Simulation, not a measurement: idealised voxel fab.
Process module under the name voxel transistor to metal
The figure presents cross-section cut, which has a width of 300 nm and is divided into square cells with an edge length of 5 nm.
Cross-section spec: square-cell grid; bands listed top down; each band is one or more rows.
Quick guide to a band line: top height, bottom height (nm) up front; then every material left to right with its width in nm. Only one material and it's marked "edge to edge"? Then it fills the band edge to edge. And "air" just means empty space.
Heights are reckoned from 0. Under this level, the received wafer is all of one material. The bottommost band is open-ended downward, for example "z 0 and below".
The two numbers in a width such as "30 to 40" mark its ends across the band: the first belongs to the top row of cells, the second to the bottom row, and from each row to the next the width moves by the same amount.
When a step is marked "no modification", none of the cells in the cross-section changed during that step.
Enclosed voids (no open way to top), threshold 8 cells or more, entry "Enclosed voids", notation width x height at distance, distance from left edge, nm.
after a step's settings: what the simulator itself notes on the step
"overlay nm", when on a step's line for a step with a mask, measures how far to the right of its planned place the mask lay; a negative measure means to the left.
### Steps planned for the process
step 1: RECEIVE: material Si
step 2: OXIDIZE: depth nm 5
step 3: CONFORMAL_DEP: material SiN, thk nm 10
step 4: MASKED_ETCH: tone cover, mask id ACTIVE, width nm 115, pitch nm 135, etch materials SiN, depth nm 10, overlay nm 0
step 5: MASKED_ETCH: tone cover, mask id ACTIVE, width nm 115, pitch nm 135, etch materials SiO2, depth nm 5, overlay nm 0
step 6: MASKED_ETCH: tone cover, mask id ACTIVE, width nm 115, pitch nm 135, etch materials Si, depth nm 35, overlay nm 0
step 7: OXIDIZE: depth nm 5
step 8: FILL_DEP: material SiO2, thk nm 10
step 9: CMP: height nm 10
step 10: SELECTIVE_ETCH: etch materials SiO2, depth nm 5
step 11: STRIP: etch materials SiN
step 12: SELECTIVE_ETCH: etch materials SiO2, depth nm 5
step 13: OXIDIZE: depth nm 5
step 14: DIRECTIONAL_DEP: material polySi, thk nm 20
step 15: DIRECTIONAL_DEP: material SiCN, thk nm 15
step 16: DIRECTIONAL_DEP: material aC, thk nm 10
step 17: PATTERN: tone cover, mask id GATE, material resist, width nm 25, pitch nm 135, thk nm 30, overlay nm 0
step 18: DIRECTIONAL_ETCH: etch materials aC, depth nm 10
step 19: STRIP: etch materials resist
step 20: DIRECTIONAL_ETCH: etch materials SiCN, depth nm 25
step 21: DIRECTIONAL_ETCH: etch materials polySi, depth nm 30
step 22: STRIP: etch materials aC
step 23: CONFORMAL_DEP: material SiO2, thk nm 5
step 24: DIRECTIONAL_ETCH: etch materials SiO2, depth nm 5
step 25: CONFORMAL_DEP: material SiN, thk nm 5
step 26: DIRECTIONAL_ETCH: etch materials SiN, depth nm 5
step 27: DIRECTIONAL_ETCH: etch materials SiO2, depth nm 5
step 28: DIRECTIONAL_ETCH: etch materials Si, depth nm 10
step 29: EPI: material pSi, thk nm 10
step 30: FILL_DEP: material SiO2, thk nm 5
step 31: CMP: height nm 15
step 32: STRIP: etch materials polySi
step 33: SELECTIVE_ETCH: etch materials SiO2, depth nm 5
step 34: CONFORMAL_DEP: material HfO2, thk nm 5
step 35: CONFORMAL_DEP: material TiN, thk nm 5
step 36: FILL_DEP: material W, thk nm 10
step 37: CMP: height nm 10
step 38: DIRECTIONAL_DEP: material SiO2, thk nm 15
step 39: MASKED_ETCH: tone open, mask id CONTACT, width nm 15, etch materials SiO2, depth nm 35, overlay nm 0
step 40: CONFORMAL_DEP: material TiN, thk nm 5
step 41: FILL_DEP: material Ru, thk nm 10
step 42: CMP: height nm 25
step 43: DIRECTIONAL_DEP: material TiN, thk nm 5
step 44: DIRECTIONAL_DEP: material Ru, thk nm 25
step 45: MASKED_ETCH: tone cover, mask id METAL_1, width nm 15, etch materials Ru, depth nm 25, overlay nm 0
step 46: MASKED_ETCH: tone cover, mask id METAL_1, width nm 15, etch materials TiN, depth nm 5, overlay nm 0
step 47: FILL_DEP: material lowk, thk nm 5
step 48: CMP: height nm 55
step 49: CONFORMAL_DEP: material SiN, thk nm 5
### Received-state cross-section, reflecting completion of step 1
- z 0 and below: Si edge to edge
- Enclosed voids: none
### First of two wafers at the end of the module, shown in cross-section; run carried out as planned
- z 60 to 55: SiN edge to edge
- z 55 to 30: 35 nm lowk, 15 nm Ru, 65 nm lowk, 15 nm Ru, 40 nm lowk, 15 nm Ru, 65 nm lowk, 15 nm Ru, 35 nm lowk
- z 30 to 25: 35 nm lowk, 15 nm TiN, 65 nm lowk, 15 nm TiN, 40 nm lowk, 15 nm TiN, 65 nm lowk, 15 nm TiN, 35 nm lowk
- z 25 to 10: 35 nm SiO2, 5 nm TiN, 5 nm Ru, 5 nm TiN, 65 nm SiO2, 5 nm TiN, 5 nm Ru, 5 nm TiN, 40 nm SiO2, 5 nm TiN, 5 nm Ru, 5 nm TiN, 65 nm SiO2, 5 nm TiN, 5 nm Ru, 5 nm TiN, 35 nm SiO2
- z 10 to 0: 35 nm SiO2, 5 nm TiN, 5 nm Ru, 5 nm TiN, 10 nm SiO2, 5 nm SiN, 5 nm HfO2, 5 nm TiN, 15 nm W, 5 nm TiN, 5 nm HfO2, 5 nm SiN, 10 nm SiO2, 5 nm TiN, 5 nm Ru, 5 nm TiN, 40 nm SiO2, 5 nm TiN, 5 nm Ru, 5 nm TiN, 10 nm SiO2, 5 nm SiN, 5 nm HfO2, 5 nm TiN, 15 nm W, 5 nm TiN, 5 nm HfO2, 5 nm SiN, 10 nm SiO2, 5 nm TiN, 5 nm Ru, 5 nm TiN, 35 nm SiO2
- z 0 to -5: 25 nm SiO2, 5 nm SiN, 5 nm SiO2, 5 nm TiN, 5 nm Ru, 5 nm TiN, 10 nm pSi, 5 nm SiN, 5 nm HfO2, 25 nm TiN, 5 nm HfO2, 5 nm SiN, 10 nm pSi, 5 nm TiN, 5 nm Ru, 5 nm TiN, 5 nm SiO2, 5 nm SiN, 20 nm SiO2, 5 nm SiN, 5 nm SiO2, 5 nm TiN, 5 nm Ru, 5 nm TiN, 10 nm pSi, 5 nm SiN, 5 nm HfO2, 25 nm TiN, 5 nm HfO2, 5 nm SiN, 10 nm pSi, 5 nm TiN, 5 nm Ru, 5 nm TiN, 5 nm SiO2, 5 nm SiN, 25 nm SiO2
- z -5 to -10: 35 nm SiO2, 15 nm TiN, 10 nm pSi, 5 nm SiO2, 35 nm HfO2, 5 nm SiO2, 10 nm pSi, 15 nm TiN, 40 nm SiO2, 15 nm TiN, 10 nm pSi, 5 nm SiO2, 35 nm HfO2, 5 nm SiO2, 10 nm pSi, 15 nm TiN, 35 nm SiO2
- z -10 to -20: 30 nm SiO2, 30 nm pSi, 45 nm Si, 30 nm pSi, 30 nm SiO2, 30 nm pSi, 45 nm Si, 30 nm pSi, 30 nm SiO2
- z -20 to -45: 30 nm SiO2, 105 nm Si, 30 nm SiO2, 105 nm Si, 30 nm SiO2
- z -45 and below: Si edge to edge
- Enclosed voids: none
### This is the second of the two wafers, cross-sectioned at the end of the module; it started exactly like the first and was given the same plan, but it was run with one mistake
- z 60 to 55: SiN edge to edge
- z 55 to 30: 35 nm lowk, 15 nm Ru, 65 nm lowk, 15 nm Ru, 40 nm lowk, 15 nm Ru, 65 nm lowk, 15 nm Ru, 35 nm lowk
- z 30 to 25: 35 nm lowk, 25 nm TiN, 55 nm lowk, 25 nm TiN, 30 nm lowk, 25 nm TiN, 55 nm lowk, 25 nm TiN, 25 nm lowk
- z 25 to 10: 35 nm SiO2, 5 nm TiN, 5 nm Ru, 5 nm TiN, 65 nm SiO2, 5 nm TiN, 5 nm Ru, 5 nm TiN, 40 nm SiO2, 5 nm TiN, 5 nm Ru, 5 nm TiN, 65 nm SiO2, 5 nm TiN, 5 nm Ru, 5 nm TiN, 35 nm SiO2
- z 10 to 0: 35 nm SiO2, 5 nm TiN, 5 nm Ru, 5 nm TiN, 10 nm SiO2, 5 nm SiN, 5 nm HfO2, 5 nm TiN, 15 nm W, 5 nm TiN, 5 nm HfO2, 5 nm SiN, 10 nm SiO2, 5 nm TiN, 5 nm Ru, 5 nm TiN, 40 nm SiO2, 5 nm TiN, 5 nm Ru, 5 nm TiN, 10 nm SiO2, 5 nm SiN, 5 nm HfO2, 5 nm TiN, 15 nm W, 5 nm TiN, 5 nm HfO2, 5 nm SiN, 10 nm SiO2, 5 nm TiN, 5 nm Ru, 5 nm TiN, 35 nm SiO2
- z 0 to -5: 25 nm SiO2, 5 nm SiN, 5 nm SiO2, 5 nm TiN, 5 nm Ru, 5 nm TiN, 10 nm pSi, 5 nm SiN, 5 nm HfO2, 25 nm TiN, 5 nm HfO2, 5 nm SiN, 10 nm pSi, 5 nm TiN, 5 nm Ru, 5 nm TiN, 5 nm SiO2, 5 nm SiN, 20 nm SiO2, 5 nm SiN, 5 nm SiO2, 5 nm TiN, 5 nm Ru, 5 nm TiN, 10 nm pSi, 5 nm SiN, 5 nm HfO2, 25 nm TiN, 5 nm HfO2, 5 nm SiN, 10 nm pSi, 5 nm TiN, 5 nm Ru, 5 nm TiN, 5 nm SiO2, 5 nm SiN, 25 nm SiO2
- z -5 to -10: 35 nm SiO2, 15 nm TiN, 10 nm pSi, 5 nm SiO2, 35 nm HfO2, 5 nm SiO2, 10 nm pSi, 15 nm TiN, 40 nm SiO2, 15 nm TiN, 10 nm pSi, 5 nm SiO2, 35 nm HfO2, 5 nm SiO2, 10 nm pSi, 15 nm TiN, 35 nm SiO2
- z -10 to -20: 30 nm SiO2, 30 nm pSi, 45 nm Si, 30 nm pSi, 30 nm SiO2, 30 nm pSi, 45 nm Si, 30 nm pSi, 30 nm SiO2
- z -20 to -45: 30 nm SiO2, 105 nm Si, 30 nm SiO2, 105 nm Si, 30 nm SiO2
- z -45 and below: Si edge to edge
- Enclosed voids: none
It is concluded that the wafer was processed incorrectly with respect to the plan, in that step 46 went in with a setting other than planned; the actual run was MASKED_ETCH: tone cover, mask id METAL_1, width nm 15, etch materials TiN, depth nm 5, overlay nm 10
At the finish, the second wafer shows more or fewer cells for some materials than the first does: TiN +8; lowk -8
